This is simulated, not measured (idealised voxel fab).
This is a process module. Its name is voxel transistor to metal.
FYI the section here is cut, 265 nm wide, cells are 5 nm squares.
Reading order for cross-sections: top band down to bottom band. Underlying form: a grid of square cells. Band size: one or more rows of cells. It is stipulated that each band's entry specify, in nanometres, the height of the top of the band and then that of its bottom, followed by the materials of the band in left-to-right sequence, each together with its width in nanometres. A single material marked by the word "edge to edge" is understood to fill the band from edge to edge; the word "empty" is understood to denote empty space. Heads up on the height convention: 0 is the point under which the incoming wafer is all one material, and the lowest band has no bottom, it just keeps going down, like "z 0 and below". You'd read "30..40" like this: the band's top row of cells is as wide as the first number, its bottom row is as wide as the second, and going down, every row changes width by the same amount as the row before did. Any step labelled "no change" changed none of the cells in the cross-section. What "Closed void entries" gives you is every empty space of 8 cells or more that is cut off from the top. Each appears as width x height at distance, with the distance taken from the left edge and width, height and distance all in nm. Where a step's line continues beyond its settings, the continuation is a remark by the simulator itself on that step. The "overlay nm" setting may appear on a step's line; for a step that uses a mask, it gives how far to the right of its planned position the mask lay, and a negative value indicates the left.

-- Steps planned for the process
| 1 | op RECEIVE | material Si |
| 2 | op OXIDIZE | depth nm 5 |
| 3 | op CONFORMAL_DEP | material SiN | thk nm 10 |
| 4 | op PATTERN | tone cover | mask id ACTIVE | material resist | width nm 100 | pitch nm 125 | thk nm 20 | overlay nm 0 |
| 5 | op DIRECTIONAL_ETCH | etch materials SiN | depth nm 10 |
| 6 | op DIRECTIONAL_ETCH | etch materials SiO2 | depth nm 5 |
| 7 | op DIRECTIONAL_ETCH | etch materials Si | depth nm 20 |
| 8 | op STRIP | etch materials resist |
| 9 | op OXIDIZE | depth nm 5 |
| 10 | op FILL_DEP | material SiO2 | thk nm 10 |
| 11 | op CMP | height nm 10 |
| 12 | op SELECTIVE_ETCH | etch materials SiO2 | depth nm 10 |
| 13 | op STRIP | etch materials SiN |
| 14 | op SELECTIVE_ETCH | etch materials SiO2 | depth nm 5 |
| 15 | op OXIDIZE | depth nm 5 |
| 16 | op DIRECTIONAL_DEP | material polySi | thk nm 30 |
| 17 | op DIRECTIONAL_DEP | material SiCN | thk nm 10 |
| 18 | op MASKED_ETCH | tone cover | mask id GATE | width nm 20 | pitch nm 125 | etch materials SiCN | depth nm 20 | overlay nm 0 |
| 19 | op MASKED_ETCH | tone cover | mask id GATE | width nm 20 | pitch nm 125 | etch materials polySi | depth nm 40 | overlay nm 0 |
| 20 | op CONFORMAL_DEP | material SiN | thk nm 5 |
| 21 | op DIRECTIONAL_ETCH | etch materials SiN | depth nm 5 |
| 22 | op DIRECTIONAL_ETCH | etch materials SiO2 | depth nm 5 |
| 23 | op EPI | material nSi | thk nm 5 |
| 24 | op FILL_DEP | material SiO2 | thk nm 5 |
| 25 | op CMP | height nm 35 |
| 26 | op DIRECTIONAL_DEP | material SiO2 | thk nm 15 |
| 27 | op MASKED_ETCH | tone open | mask id CONTACT | width nm 15 | etch materials SiO2 | depth nm 55 | overlay nm 0 |
| 28 | op CONFORMAL_DEP | material TiN | thk nm 5 |
| 29 | op FILL_DEP | material W | thk nm 10 |
| 30 | op CMP | height nm 50 |
| 31 | op CONFORMAL_DEP | material SiN | thk nm 5 |
| 32 | op DIRECTIONAL_DEP | material lowk | thk nm 15 |
| 33 | op PATTERN | tone open | mask id METAL_1 | material resist | width nm 15 | thk nm 15 | overlay nm 0 |
| 34 | op DIRECTIONAL_ETCH | etch materials lowk | depth nm 15 |
| 35 | op DIRECTIONAL_ETCH | etch materials SiN | depth nm 5 |
| 36 | op STRIP | etch materials resist |
| 37 | op CONFORMAL_DEP | material TiN | thk nm 5 |
| 38 | op FILL_DEP | material Ru | thk nm 10 |
| 39 | op CMP | height nm 70 |
| 40 | op EPI | material Ru | thk nm 5 |
| 41 | op FILL_DEP | material SiCN | thk nm 5 |
| 42 | op DIRECTIONAL_DEP | material lowk | thk nm 35 |
| 43 | op DIRECTIONAL_DEP | material aC | thk nm 15 |
| 44 | op PATTERN | tone open | mask id METAL_2 | material resist | width nm 15 | pitch nm 125 | thk nm 30 | overlay nm 0 |
| 45 | op DIRECTIONAL_ETCH | etch materials aC | depth nm 15 |
| 46 | op STRIP | etch materials resist |
| 47 | op DIRECTIONAL_ETCH | etch materials lowk | depth nm 20 |
| 48 | op STRIP | etch materials aC |
| 49 | op PATTERN | tone open | mask id METAL_2_HOLES | material resist | width nm 15 | pitch nm 125 | thk nm 15 | overlay nm 0 |
| 50 | op DIRECTIONAL_ETCH | etch materials lowk | depth nm 15 |
| 51 | op DIRECTIONAL_ETCH | etch materials SiCN | depth nm 5 |
| 52 | op STRIP | etch materials resist |
| 53 | op CONFORMAL_DEP | material TiN | thk nm 5 |
| 54 | op FILL_DEP | material Ru | thk nm 5 |
| 55 | op CMP | height nm 115 |
| 56 | op CONFORMAL_DEP | material SiN | thk nm 5 |

-- Cross-section of the wafer at receipt, which is the condition after step 1
z 0 and below | Si edge to edge
Closed void entries: none

-- Final wafer profile in cross-section after the module, from the same start and plan as above, with one mistake made during processing
z 120 to 115 | SiN edge to edge
z 115 to 80 | lowk 30, then TiN 5, then Ru 5, then TiN 5, then lowk 110, then TiN 5, then Ru 5, then TiN 5, then lowk 95
z 80 to 75 | SiCN 30, then TiN 15, then SiCN 110, then TiN 15, then SiCN 95
z 75 to 70 | SiCN 25, then Ru 25, then SiCN 40, then Ru 25, then SiCN 35, then Ru 25, then SiCN 40, then Ru 25, then SiCN 25
z 70 to 55 | lowk 30, then TiN 5, then Ru 5, then TiN 5, then lowk 50, then TiN 5, then Ru 5, then TiN 5, then lowk 45, then TiN 5, then Ru 5, then TiN 5, then lowk 50, then TiN 5, then Ru 5, then TiN 5, then lowk 30
z 55 to 50 | SiN 30, then TiN 15, then SiN 50, then TiN 15, then SiN 45, then TiN 15, then SiN 50, then TiN 15, then SiN 30
z 50 to 35 | SiO2 30, then TiN 5, then W 5, then TiN 5, then SiO2 50, then TiN 5, then W 5, then TiN 5, then SiO2 45, then TiN 5, then W 5, then TiN 5, then SiO2 50, then TiN 5, then W 5, then TiN 5, then SiO2 30
z 35 to 25 | SiO2 30, then TiN 5, then W 5, then TiN 5, then SiO2 10, then SiN 5, then SiCN 20, then SiN 5, then SiO2 10, then TiN 5, then W 5, then TiN 5, then SiO2 45, then TiN 5, then W 5, then TiN 5, then SiO2 10, then SiN 5, then SiCN 20, then SiN 5, then SiO2 10, then TiN 5, then W 5, then TiN 5, then SiO2 30
z 25 to 0 | SiO2 30, then TiN 5, then W 5, then TiN 5, then SiO2 10, then SiN 5, then polySi 20, then SiN 5, then SiO2 10, then TiN 5, then W 5, then TiN 5, then SiO2 45, then TiN 5, then W 5, then TiN 5, then SiO2 10, then SiN 5, then polySi 20, then SiN 5, then SiO2 10, then TiN 5, then W 5, then TiN 5, then SiO2 30
z 0 to -5 | SiO2 30, then TiN 15, then SiO2 10, then SiN 5, then polySi 20, then SiN 5, then SiO2 10, then TiN 15, then SiO2 45, then TiN 15, then SiO2 10, then SiN 5, then polySi 20, then SiN 5, then SiO2 10, then TiN 15, then SiO2 30
z -5 to -10 | SiO2 20, then nSi 35, then SiO2 30, then nSi 35, then SiO2 25, then nSi 35, then SiO2 30, then nSi 35, then SiO2 20
z -10 to -50 | SiO2 25, then Si 90, then SiO2 35, then Si 90, then SiO2 25
z -50 and below | Si edge to edge
Closed void entries: none
Which mistake was made when the wafer was run? yeah, plan step 7 got run twice
